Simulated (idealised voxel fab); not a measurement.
Process module in this document: voxel trench capacitor
Shown is cross-section cut, with a width of 300 nm and square cells of size 5 nm.
Cross-section format: a grid of square cells, given as bands from top to bottom; each band is one or more rows of cells.
Per band: top height and bottom height in nm, followed by the left-to-right materials and their widths in nm; "throughout" marks a single material spanning edge to edge, "empty" marks empty space.
It should be noted that heights are counted from 0, beneath which the wafer as supplied is of one material throughout, and that the lowest band possesses no lower boundary but continues downward, as written in "z 0 and below".
Quick explanation for "30->40": the width changes in equal steps down the rows of cells, from the first number in the band's top row to the second number in its bottom row.
Where the words "no modifications" appear for a step, the cross-section shows no cell changed by that step; every cell remained as before.
Voids not open to the top, 8 cells minimum: see "Tabulated closed voids". Written width x height at distance; distance is from the left edge; nm.
If you see something after the settings on a step's line, that's the simulator's own remark about that step.
When a step includes a mask, the "overlay nm" setting on its line states how far to the right of its planned place that mask lay, and negative values state how far to the left.
Process steps (planned):
- 1: RECEIVE: material Si
- 2: CONFORMAL_DEP: material SiN, thk nm 10
- 3: PATTERN: tone open, mask id TRENCH, material resist, width nm 30, pitch nm 60, thk nm 15, overlay nm 0
- 4: DIRECTIONAL_ETCH: etch materials SiN, depth nm 10
- 5: DIRECTIONAL_ETCH: etch materials Si, depth nm 30
- 6: STRIP: etch materials resist
- 7: CONFORMAL_DEP: material HfO2, thk nm 5
- 8: CONFORMAL_DEP: material TiN, thk nm 5
- 9: FILL_DEP: material W, thk nm 10
- 10: CMP: height nm 10
Cross-sectional view of the wafer in its as-received condition, corresponding to the state after step 1:
- z 0 and below = Si throughout
- Tabulated closed voids: none
Starting wafer: above. Plan: above. Run: one mistake. Cross-section after the module: below:
- z 30 to 20 = W throughout
- z 20 to 15 = 55 TiN  10 W  50 TiN  10 W  50 TiN  10 W  50 TiN  10 W  55 TiN
- z 15 to 10 = 50 HfO2  5 TiN  10 W  5 TiN  40 HfO2  5 TiN  10 W  5 TiN  40 HfO2  5 TiN  10 W  5 TiN  40 HfO2  5 TiN  10 W  5 TiN  50 HfO2
- z 10 to 0 = 45 SiN  5 HfO2  5 TiN  10 W  5 TiN  5 HfO2  30 SiN  5 HfO2  5 TiN  10 W  5 TiN  5 HfO2  30 SiN  5 HfO2  5 TiN  10 W  5 TiN  5 HfO2  30 SiN  5 HfO2  5 TiN  10 W  5 TiN  5 HfO2  45 SiN
- z 0 to -20 = 45 Si  5 HfO2  5 TiN  10 W  5 TiN  5 HfO2  30 Si  5 HfO2  5 TiN  10 W  5 TiN  5 HfO2  30 Si  5 HfO2  5 TiN  10 W  5 TiN  5 HfO2  30 Si  5 HfO2  5 TiN  10 W  5 TiN  5 HfO2  45 Si
- z -20 to -25 = 45 Si  5 HfO2  20 TiN  5 HfO2  30 Si  5 HfO2  20 TiN  5 HfO2  30 Si  5 HfO2  20 TiN  5 HfO2  30 Si  5 HfO2  20 TiN  5 HfO2  45 Si
- z -25 to -30 = 45 Si  30 HfO2  30 Si  30 HfO2  30 Si  30 HfO2  30 Si  30 HfO2  45 Si
- z -30 and below = Si throughout
- Tabulated closed voids: none
Plan not followed: skipped: plan step 10 (never run)
